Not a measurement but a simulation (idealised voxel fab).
process module | voxel transistor to metal
Xsec cut, 150 nm wide, square cell size 5 nm.
Throughout this document, each cross-section is represented as a grid of square cells and is presented as a sequence of bands enumerated from the top downward, where a band comprises one or more rows of cells.
The band entry comprises the height of the band's top followed by the height of its bottom, expressed in nm, and subsequently the band's materials from left to right, each stated together with its width in nm. Where a single material is marked with the word "full width", that material fills the band from edge to edge. The word "empty" represents empty space.
Zero point of the height axis is 0; under it, received wafer = one material. Lowest band: continues down indefinitely, "0 and below".
Note: "30->40" means the width goes from the first number (top row of the band) to the second number (bottom row) in equal steps per row of cells.
It should be understood that the words "everything unchanged", when stated for a given step, signify that the cross-section underwent no change in any of its cells during that step.
"Enclosed voids" specifies each empty space that is not open to the top and that occupies no fewer than 8 cells, using the form width x height at distance, the distance measured from the left edge and all three quantities in nm.
It should be noted that, on the line of a given step, the content following the step's settings is a remark produced by the simulator itself with respect to that step.
overlay nm: for a step with a mask, the amount by which the mask lay right of where it was planned; a negative amount means left of it.

**Listed below are the process steps as planned**
- 1: RECEIVE with material Si
- 2: OXIDIZE with depth nm 5
- 3: CONFORMAL_DEP with material SiN, thk nm 10
- 4: MASKED_ETCH with tone cover, mask id ACTIVE, width nm 115, etch materials SiN, depth nm 10, overlay nm 0
- 5: MASKED_ETCH with tone cover, mask id ACTIVE, width nm 115, etch materials SiO2, depth nm 5, overlay nm 0
- 6: MASKED_ETCH with tone cover, mask id ACTIVE, width nm 115, etch materials Si, depth nm 25, overlay nm 0
- 7: OXIDIZE with depth nm 5
- 8: FILL_DEP with material SiO2, thk nm 10
- 9: CMP with height nm 10
- 10: SELECTIVE_ETCH with etch materials SiO2, depth nm 5
- 11: STRIP with etch materials SiN
- 12: SELECTIVE_ETCH with etch materials SiO2, depth nm 5
- 13: OXIDIZE with depth nm 5
- 14: DIRECTIONAL_DEP with material polySi, thk nm 30
- 15: DIRECTIONAL_DEP with material SiCN, thk nm 15
- 16: DIRECTIONAL_DEP with material aC, thk nm 15
- 17: PATTERN with tone cover, mask id GATE, material resist, width nm 25, thk nm 35, overlay nm 0
- 18: DIRECTIONAL_ETCH with etch materials aC, depth nm 15
- 19: STRIP with etch materials resist
- 20: DIRECTIONAL_ETCH with etch materials SiCN, depth nm 25
- 21: DIRECTIONAL_ETCH with etch materials polySi, depth nm 40
- 22: STRIP with etch materials aC
- 23: CONFORMAL_DEP with material SiN, thk nm 5
- 24: DIRECTIONAL_ETCH with etch materials SiN, depth nm 5
- 25: DIRECTIONAL_ETCH with etch materials SiO2, depth nm 5
- 26: EPI with material nSi, thk nm 5
- 27: FILL_DEP with material SiO2, thk nm 10
- 28: CMP with height nm 25
- 29: STRIP with etch materials polySi
- 30: SELECTIVE_ETCH with etch materials SiO2, depth nm 5
- 31: CONFORMAL_DEP with material HfO2, thk nm 5
- 32: CONFORMAL_DEP with material TiN, thk nm 5
- 33: FILL_DEP with material W, thk nm 5
- 34: CMP with height nm 20
- 35: DIRECTIONAL_DEP with material SiO2, thk nm 10
- 36: DIRECTIONAL_DEP with material aC, thk nm 10
- 37: PATTERN with tone open, mask id CONTACT, material resist, width nm 20, pitch nm 85, thk nm 25, overlay nm 0
- 38: DIRECTIONAL_ETCH with etch materials aC, depth nm 10
- 39: STRIP with etch materials resist
- 40: DIRECTIONAL_ETCH with etch materials SiO2, depth nm 35
- 41: STRIP with etch materials aC
- 42: CONFORMAL_DEP with material TiN, thk nm 5
- 43: FILL_DEP with material W, thk nm 10
- 44: CMP with height nm 30
- 45: DIRECTIONAL_DEP with material TiN, thk nm 5
- 46: DIRECTIONAL_DEP with material W, thk nm 15
- 47: DIRECTIONAL_DEP with material aC, thk nm 15
- 48: PATTERN with tone cover, mask id METAL_1, material resist, width nm 20, pitch nm 85, thk nm 30, overlay nm 0
- 49: DIRECTIONAL_ETCH with etch materials aC, depth nm 15
- 50: STRIP with etch materials resist
- 51: DIRECTIONAL_ETCH with etch materials W, depth nm 15
- 52: DIRECTIONAL_ETCH with etch materials TiN, depth nm 5
- 53: STRIP with etch materials aC
- 54: CONFORMAL_DEP with material SiCN, thk nm 5
- 55: FILL_DEP with material lowk, thk nm 10
- 56: CMP with height nm 50
- 57: CONFORMAL_DEP with material SiCN, thk nm 5
- 58: DIRECTIONAL_DEP with material lowk, thk nm 35
- 59: PATTERN with tone open, mask id METAL_2, material resist, width nm 20, pitch nm 85, thk nm 20, overlay nm 0
- 60: DIRECTIONAL_ETCH with etch materials lowk, depth nm 20
- 61: STRIP with etch materials resist
- 62: DIRECTIONAL_DEP with material aC, thk nm 15
- 63: PATTERN with tone open, mask id METAL_2_HOLES, material resist, width nm 15, pitch nm 85, thk nm 35, overlay nm 0
- 64: DIRECTIONAL_ETCH with etch materials aC, depth nm 15
- 65: STRIP with etch materials resist
- 66: DIRECTIONAL_ETCH with etch materials lowk, depth nm 15
- 67: DIRECTIONAL_ETCH with etch materials SiCN, depth nm 5
- 68: STRIP with etch materials aC
- 69: CONFORMAL_DEP with material TiN, thk nm 5
- 70: FILL_DEP with material Cu, thk nm 10
- 71: CMP with height nm 90
- 72: CONFORMAL_DEP with material SiCN, thk nm 5

**Cross-section of the wafer as it came to us, i.e., already through step 1**
0 and below = Si full width
Enclosed voids: none

**Final wafer profile in cross-section after the module, from the same start and plan as above, with one mistake made during processing**
95 down to 90 = SiCN full width
90 down to 75 = lowk 20, then TiN 5, then Cu 10, then TiN 5, then lowk 65, then TiN 5, then Cu 10, then TiN 5, then lowk 25
75 down to 70 = lowk 20, then TiN 5, then Cu 5, then TiN 10, then lowk 65, then TiN 5, then Cu 5, then TiN 10, then lowk 25
70 down to 55 = lowk 20, then TiN 5, then Cu 5, then TiN 5, then lowk 70, then TiN 5, then Cu 5, then TiN 5, then lowk 30
55 down to 50 = SiCN 20, then TiN 15, then SiCN 70, then TiN 15, then SiCN 30
50 down to 35 = lowk 20, then SiCN 5, then W 20, then SiCN 5, then lowk 55, then SiCN 5, then W 20, then SiCN 5, then lowk 15
35 down to 30 = SiCN 25, then TiN 20, then SiCN 65, then TiN 20, then SiCN 20
30 down to 20 = SiO2 20, then TiN 5, then W 10, then TiN 5, then SiO2 65, then TiN 5, then W 10, then TiN 5, then SiO2 25
20 down to 0 = SiO2 20, then TiN 5, then W 10, then TiN 5, then SiO2 15, then SiN 5, then HfO2 5, then TiN 5, then W 5, then TiN 5, then HfO2 5, then SiN 5, then SiO2 15, then TiN 5, then W 10, then TiN 5, then SiO2 25
0 down to -5 = SiO2 10, then SiN 5, then SiO2 5, then TiN 20, then SiO2 15, then SiN 5, then HfO2 5, then TiN 15, then HfO2 5, then SiN 5, then SiO2 15, then TiN 20, then SiO2 5, then SiN 5, then SiO2 15
-5 down to -10 = SiO2 15, then nSi 40, then HfO2 35, then nSi 40, then SiO2 20
-10 down to -35 = SiO2 20, then Si 105, then SiO2 25
-35 and below = Si full width
Enclosed voids: none
Diagnosis: it should be noted that step 48 was executed with settings other than those planned, the operation and settings actually applied being PATTERN with tone cover, mask id METAL_1, material resist, width nm 20, pitch nm 85, thk nm 30, overlay nm 5
